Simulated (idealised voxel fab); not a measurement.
The process module that follows is named voxel self aligned vias.
220 nm wide, 5 nm square cells: that's cross-section cut.
A cross-section is a grid of square cells, given in bands from the top down. A band is one or more rows of cells.
Read a band's entry like this: the first values are the height of its top and the height of its bottom in nm, and what follows is the sequence of materials from left to right, each with its width in nm. Note that "empty" is empty space, and that a single material marked "all across" reaches across the band from edge to edge.
Beneath 0, the wafer as received is one material, and that level is where height counting begins. The lowest band goes on downward without a bottom; it is written like "top 0, no bottom".
The width entry "30..40" should be interpreted row by row: the top row of cells in the band takes the first number, the bottom row takes the second number, and the change between adjacent rows is uniform throughout.
For the purposes of this document, the phrase "nothing different" attached to a step denotes that no cell within the cross-section was modified by that step.
Look at "Unvented internal voids" for the closed voids: empty spaces with no open path to the top, sized 8 cells or up. Each is width x height at distance, distance from the left edge, all nm.
That trailing text on a step's line, after the settings, is the simulator's own remark on the step.
overlay nm, on a step with a mask: how far to the right of its planned place the mask lay; to the left if negative
## Process steps foreseen in the plan
1: RECEIVE,material Si
2: CONFORMAL_DEP,material SiO2,thk nm 10
3: CONFORMAL_DEP,material SiCN,thk nm 5
4: DIRECTIONAL_DEP,material lowk,thk nm 20
5: PATTERN,tone open,mask id LINES,material resist,width nm 25,pitch nm 70,thk nm 20,overlay nm 0
6: DIRECTIONAL_ETCH,etch materials lowk,depth nm 20
7: STRIP,etch materials resist
8: CONFORMAL_DEP,material TiN,thk nm 5
9: FILL_DEP,material Ru,thk nm 5
10: CMP,height nm 35
11: SELECTIVE_ETCH,etch materials W Ru TiN,depth nm 10
12: FILL_DEP,material SiN,thk nm 5
13: CMP,height nm 35
14: DIRECTIONAL_DEP,material lowk,thk nm 20
15: DIRECTIONAL_DEP,material aC,thk nm 10
16: PATTERN,tone open,mask id VIAS,material resist,width nm 45,pitch nm 70,thk nm 25,overlay nm 0
17: DIRECTIONAL_ETCH,etch materials aC,depth nm 10
18: STRIP,etch materials resist
19: DIRECTIONAL_ETCH,etch materials lowk,depth nm 20
20: DIRECTIONAL_ETCH,etch materials SiN,depth nm 10
21: STRIP,etch materials aC
22: CONFORMAL_DEP,material TiN,thk nm 5
23: FILL_DEP,material Ru,thk nm 10
24: CMP,height nm 55
25: CONFORMAL_DEP,material SiCN,thk nm 5
## Cross-sectional view of the wafer in its as-received condition, corresponding to the state after step 1
  top 0, no bottom  Si all across
  Unvented internal voids: none
## The cross-section shown corresponds to the wafer at the conclusion of the module. The initial structure and the process plan are those presented above; however, one mistake occurred in executing the plan
  top 60, bottom 55  SiCN all across
  top 55, bottom 40  lowk 45 / TiN 5 / Ru 35 / TiN 5 / lowk 25 / TiN 5 / Ru 35 / TiN 5 / lowk 60
  top 40, bottom 30  lowk 45..60 / TiN 20..5 / Ru 15 / TiN 10..5 / lowk 25..45 / TiN 20..5 / Ru 15 / TiN 10..5 / lowk 60..65
  top 30, bottom 25  lowk 60 / TiN 25 / lowk 45 / TiN 25 / lowk 65
  top 25, bottom 20  lowk 60 / TiN 5 / Ru 15 / TiN 5 / lowk 45 / TiN 5 / Ru 15 / TiN 5 / lowk 65
  top 20, bottom 15  lowk 60 / TiN 25 / lowk 45 / TiN 25 / lowk 65
  top 15, bottom 10  SiCN all across
  top 10, bottom 0  SiO2 all across
  top 0, no bottom  Si all across
  Unvented internal voids: none
What broke from the plan during processing? step 16 ran with different settings than intended, the actual operation and settings being PATTERN,tone open,mask id VIAS,material resist,width nm 45,pitch nm 70,thk nm 25,overlay nm -5
